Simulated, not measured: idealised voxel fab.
process module | voxel ribs on slabs
Cross-sectional view cut (width: 300 nm; square cell size: 5 nm).
We lay out every cross-section as a grid of square cells and spell it out in bands from the top down, where one band means one or more rows of cells.
Quick guide to a band line: top height, bottom height (nm) up front; then every material left to right with its width in nm. Only one material and it's marked "full width"? Then it fills the band edge to edge. And "empty" just means empty space.
It should be noted that heights are counted from 0, beneath which the wafer as supplied is of one material throughout, and that the lowest band possesses no lower boundary but continues downward, as written in "from 0 down".
Width: "30..40" (first number = top row, second number = bottom row, same change from row to row of cells).
The cross-section has no changed cell in any step marked "nothing was modified".
"Fully enclosed voids" lists enclosed empty spaces (at least 8 cells, no open path upward to the top), each as width x height at distance from the left edge, in nm.
On a step's line, text after the settings is the simulator commenting on that step.
overlay nm: mask offset rightward from planned place, masked step; negative means leftward offset.
### The steps planned for the process are as follows
1. RECEIVE [material Si]
2. DIRECTIONAL_DEP [material SiO2] [thk nm 20]
3. DIRECTIONAL_DEP [material SiN] [thk nm 25]
4. DIRECTIONAL_DEP [material aC] [thk nm 15]
5. PATTERN [tone cover] [mask id RIB] [material resist] [width nm 15] [thk nm 30] [overlay nm 0]
6. DIRECTIONAL_ETCH [etch materials aC] [depth nm 15]
7. STRIP [etch materials resist]
8. DIRECTIONAL_ETCH [etch materials SiN] [depth nm 10]
9. STRIP [etch materials aC]
10. DIRECTIONAL_DEP [material aC] [thk nm 10]
11. PATTERN [tone cover] [mask id SLAB] [material resist] [width nm 55] [thk nm 30] [overlay nm 0]
12. DIRECTIONAL_ETCH [etch materials aC] [depth nm 10]
13. STRIP [etch materials resist]
14. DIRECTIONAL_ETCH [etch materials SiN] [depth nm 15]
15. STRIP [etch materials aC]
16. FILL_DEP [material SiO2] [thk nm 20]
17. CMP [height nm 55]
18. DIRECTIONAL_DEP [material W] [thk nm 5]
19. DIRECTIONAL_DEP [material aC] [thk nm 10]
20. PATTERN [tone cover] [mask id HEATER] [material resist] [width nm 25] [thk nm 30] [overlay nm 0]
21. DIRECTIONAL_ETCH [etch materials aC] [depth nm 10]
22. STRIP [etch materials resist]
23. DIRECTIONAL_ETCH [etch materials W] [depth nm 5]
24. STRIP [etch materials aC]
25. CONFORMAL_DEP [material SiO2] [thk nm 10]
### First of the two wafers, run per plan
### Wafer as received: cross-section following step 1
    from 0 down  Si full width
    Fully enclosed voids: none
### You're looking at a cross-section of the wafer after step 2
    from 20 to 0  SiO2 full width
    Nothing below the height 0 has changed.
### You're looking at a cross-section of the wafer after step 3
    from 45 to 20  SiN full width
    Nothing below the height 20 has changed.
### You're looking at a cross-section of the wafer after step 4
    from 60 to 45  aC full width
    Nothing below the height 45 has changed.
### You're looking at a cross-section of the wafer after step 5
    from 90 to 60  140 empty, then 15 resist, then 145 empty
    Nothing below the height 60 has changed.
### You're looking at a cross-section of the wafer after step 6
    from 75 to 60  140 empty, then 15 resist, then 145 empty
    from 60 to 45  140 empty, then 15 aC, then 145 empty
    Nothing below the height 45 has changed.
### You're looking at a cross-section of the wafer after step 7
    from 60 to 45  140 empty, then 15 aC, then 145 empty
    Nothing below the height 45 has changed.
### You're looking at a cross-section of the wafer after step 8
    from 60 to 45  140 empty, then 15 aC, then 145 empty
    from 45 to 35  140 empty, then 15 SiN, then 145 empty
    Nothing below the height 35 has changed.
### You're looking at a cross-section of the wafer after step 9
    from 45 to 35  140 empty, then 15 SiN, then 145 empty
    Nothing below the height 35 has changed.
### You're looking at a cross-section of the wafer after step 10
    from 55 to 45  140 empty, then 15 aC, then 145 empty
    from 45 to 35  140 aC, then 15 SiN, then 145 aC
    Nothing below the height 35 has changed.
### You're looking at a cross-section of the wafer after step 11
    from 85 to 55  120 empty, then 55 resist, then 125 empty
    from 55 to 45  120 empty, then 20 resist, then 15 aC, then 20 resist, then 125 empty
    Nothing below the height 45 has changed.
### You're looking at a cross-section of the wafer after step 12
    from 75 to 55  120 empty, then 55 resist, then 125 empty
    from 55 to 45  120 empty, then 20 resist, then 15 aC, then 20 resist, then 125 empty
    from 45 to 35  120 empty, then 20 aC, then 15 SiN, then 20 aC, then 125 empty
    Nothing below the height 35 has changed.
### You're looking at a cross-section of the wafer after step 13
    from 55 to 45  140 empty, then 15 aC, then 145 empty
    Nothing below the height 45 has changed.
### You're looking at a cross-section of the wafer after step 14
    from 55 to 45  140 empty, then 15 aC, then 145 empty
    from 45 to 35  120 empty, then 20 aC, then 15 SiN, then 20 aC, then 125 empty
    from 35 to 20  120 empty, then 55 SiN, then 125 empty
    Nothing below the height 20 has changed.
### You're looking at a cross-section of the wafer after step 15
    from 45 to 35  140 empty, then 15 SiN, then 145 empty
    Nothing below the height 35 has changed.
### You're looking at a cross-section of the wafer after step 16
    from 65 to 45  SiO2 full width
    from 45 to 35  140 SiO2, then 15 SiN, then 145 SiO2
    from 35 to 20  120 SiO2, then 55 SiN, then 125 SiO2
    Nothing below the height 20 has changed.
### You're looking at a cross-section of the wafer after step 17
    from 55 to 45  SiO2 full width
    Nothing below the height 45 has changed.
### You're looking at a cross-section of the wafer after step 18
    from 60 to 55  W full width
    Nothing below the height 55 has changed.
### You're looking at a cross-section of the wafer after step 19
    from 70 to 60  aC full width
    Nothing below the height 60 has changed.
### You're looking at a cross-section of the wafer after step 20
    from 100 to 70  135 empty, then 25 resist, then 140 empty
    Nothing below the height 70 has changed.
### You're looking at a cross-section of the wafer after step 21
    from 90 to 70  135 empty, then 25 resist, then 140 empty
    from 70 to 60  135 empty, then 25 aC, then 140 empty
    Nothing below the height 60 has changed.
### You're looking at a cross-section of the wafer after step 22
    from 70 to 60  135 empty, then 25 aC, then 140 empty
    Nothing below the height 60 has changed.
### You're looking at a cross-section of the wafer after step 23
    from 70 to 60  135 empty, then 25 aC, then 140 empty
    from 60 to 55  135 empty, then 25 W, then 140 empty
    Nothing below the height 55 has changed.
### You're looking at a cross-section of the wafer after step 24
    from 60 to 55  135 empty, then 25 W, then 140 empty
    Nothing below the height 55 has changed.
### You're looking at a cross-section of the wafer after step 25
    from 70 to 65  125 empty, then 45 SiO2, then 130 empty
    from 65 to 60  SiO2 full width
    from 60 to 55  135 SiO2, then 25 W, then 140 SiO2
    Nothing below the height 55 has changed.
### second wafer: like start, like plan, one mistake. Through step 7 it matches the first wafer
### Here is the second wafer in cross-section at the point where step 8 of the plan should have been done
    from 60 to 45  140 empty, then 15 aC, then 145 empty
    from 45 to 30  140 empty, then 15 SiN, then 145 empty
    Nothing below the height 30 has changed.
### Here is the second wafer in cross-section at the point where step 9 of the plan should have been done
    from 45 to 30  140 empty, then 15 SiN, then 145 empty
    Nothing below the height 30 has changed.
### Here is the second wafer in cross-section at the point where step 10 of the plan should have been done
    from 55 to 45  140 empty, then 15 aC, then 145 empty
    from 45 to 40  140 empty, then 15 SiN, then 145 empty
    from 40 to 30  140 aC, then 15 SiN, then 145 aC
    Nothing below the height 30 has changed.
### Here is the second wafer in cross-section at the point where step 11 of the plan should have been done
    from 85 to 55  120 empty, then 55 resist, then 125 empty
    from 55 to 45  120 empty, then 20 resist, then 15 aC, then 20 resist, then 125 empty
    from 45 to 40  120 empty, then 20 resist, then 15 SiN, then 20 resist, then 125 empty
    Nothing below the height 40 has changed.
### Here is the second wafer in cross-section at the point where step 12 of the plan should have been done
    from 75 to 55  120 empty, then 55 resist, then 125 empty
    from 55 to 45  120 empty, then 20 resist, then 15 aC, then 20 resist, then 125 empty
    from 45 to 40  120 empty, then 20 resist, then 15 SiN, then 20 resist, then 125 empty
    from 40 to 30  120 empty, then 20 aC, then 15 SiN, then 20 aC, then 125 empty
    Nothing below the height 30 has changed.
### Here is the second wafer in cross-section at the point where step 13 of the plan should have been done
    from 55 to 45  140 empty, then 15 aC, then 145 empty
    from 45 to 40  140 empty, then 15 SiN, then 145 empty
    Nothing below the height 40 has changed.
### Here is the second wafer in cross-section at the point where step 14 of the plan should have been done
    from 55 to 45  140 empty, then 15 aC, then 145 empty
    from 45 to 40  140 empty, then 15 SiN, then 145 empty
    from 40 to 30  120 empty, then 20 aC, then 15 SiN, then 20 aC, then 125 empty
    from 30 to 20  120 empty, then 55 SiN, then 125 empty
    Nothing below the height 20 has changed.
### Here is the second wafer in cross-section at the point where step 15 of the plan should have been done
    from 45 to 30  140 empty, then 15 SiN, then 145 empty
    Nothing below the height 30 has changed.
### Here is the second wafer in cross-section at the point where step 16 of the plan should have been done
    from 65 to 45  SiO2 full width
    from 45 to 30  140 SiO2, then 15 SiN, then 145 SiO2
    from 30 to 20  120 SiO2, then 55 SiN, then 125 SiO2
    Nothing below the height 20 has changed.
### Here is the second wafer in cross-section at the point where step 17 of the plan should have been done
    from 55 to 45  SiO2 full width
    Nothing below the height 45 has changed.
### Here is the second wafer in cross-section at the point where step 18 of the plan should have been done
    from 60 to 55  W full width
    Nothing below the height 55 has changed.
### Here is the second wafer in cross-section at the point where step 19 of the plan should have been done
    from 70 to 60  aC full width
    Nothing below the height 60 has changed.
### Here is the second wafer in cross-section at the point where step 20 of the plan should have been done
    from 100 to 70  135 empty, then 25 resist, then 140 empty
    Nothing below the height 70 has changed.
### Here is the second wafer in cross-section at the point where step 21 of the plan should have been done
    from 90 to 70  135 empty, then 25 resist, then 140 empty
    from 70 to 60  135 empty, then 25 aC, then 140 empty
    Nothing below the height 60 has changed.
### Here is the second wafer in cross-section at the point where step 22 of the plan should have been done
    from 70 to 60  135 empty, then 25 aC, then 140 empty
    Nothing below the height 60 has changed.
### Here is the second wafer in cross-section at the point where step 23 of the plan should have been done
    from 70 to 60  135 empty, then 25 aC, then 140 empty
    from 60 to 55  135 empty, then 25 W, then 140 empty
    Nothing below the height 55 has changed.
### Here is the second wafer in cross-section at the point where step 24 of the plan should have been done
    from 60 to 55  135 empty, then 25 W, then 140 empty
    Nothing below the height 55 has changed.
### Here is the second wafer in cross-section at the point where step 25 of the plan should have been done
    from 70 to 65  125 empty, then 45 SiO2, then 130 empty
    from 65 to 60  SiO2 full width
    from 60 to 55  135 SiO2, then 25 W, then 140 SiO2
    Nothing below the height 55 has changed.
Deviation from plan: step 8 did not use the planned setting and instead ran as DIRECTIONAL_ETCH [etch materials SiN] [depth nm 15]
The final cell counts differ between the wafers, with the second having more or fewer of some materials than the first: SiN: 8 fewer | SiO2: 8 more
